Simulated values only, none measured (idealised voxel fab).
process module | voxel air gaps
cross-section cut | 210 nm wide | cells 5 nm
A cross-section is a grid of square cells, given in bands from the top down. A band is one or more rows of cells.
Each band's line starts with the height of the band's top and of its bottom, in nm. Then come its materials from left to right, each with its width in nm. One material with "throughout" fills the band from edge to edge. "air" is empty space.
Height 0 is the level under which the wafer as received is all one material. The lowest band goes on downwards, as in "0 down".
A width such as "30 to 40" changes by the same amount from each row of cells to the next, from the band's top row to its bottom row.
"no change" after a step means that no cell of the cross-section changed.
closed voids: empty space of 8 cells or more with no open way to the top, each as width x height at its distance from the left edge, in nm
after a step's settings: what the simulator itself notes on the step
overlay nm, on a step with a mask: how far to the right of its planned place the mask lay; to the left if negative
plan
1 op RECEIVE | material Si
2 op CONFORMAL_DEP | material SiO2 | thk nm 10
3 op CONFORMAL_DEP | material SiN | thk nm 5
4 op DIRECTIONAL_DEP | material lowk | thk nm 40
5 op PATTERN | tone open | mask id LINES | material resist | width nm 15 | pitch nm 40 | thk nm 15 | overlay nm 0
6 op DIRECTIONAL_ETCH | etch materials lowk | depth nm 40
7 op STRIP | etch materials resist
8 op CONFORMAL_DEP | material TiN | thk nm 5
9 op FILL_DEP | material Ru | thk nm 10
10 op CMP | height nm 55
11 op EPI | material Ru | thk nm 10
12 op SELECTIVE_ETCH | etch materials lowk | depth nm 50
13 op CONFORMAL_DEP | material SiCN | thk nm 5
as received, after step 1
  0 down: Si throughout
  closed voids: none
a wafer at the end: this start, this plan, one mistake
  70 to 65: SiCN throughout
  65 to 55: Ru throughout
  55 to 20: Ru 50 | TiN 5 | lowk 15 | TiN 5 | Ru 15 | TiN 5 | lowk 15 | TiN 5 | Ru 15 | TiN 5 | lowk 15 | TiN 5 | Ru 55
  20 to 15: TiN 55 | lowk 15 | TiN 25 | lowk 15 | TiN 25 | lowk 15 | TiN 60
  15 to 10: SiN throughout
  10 to 0: SiO2 throughout
  0 down: Si throughout
  closed voids: none
what went wrong: step 5 ran as: op PATTERN | tone cover | mask id LINES | material resist | width nm 15 | pitch nm 40 | thk nm 15 | overlay nm 0
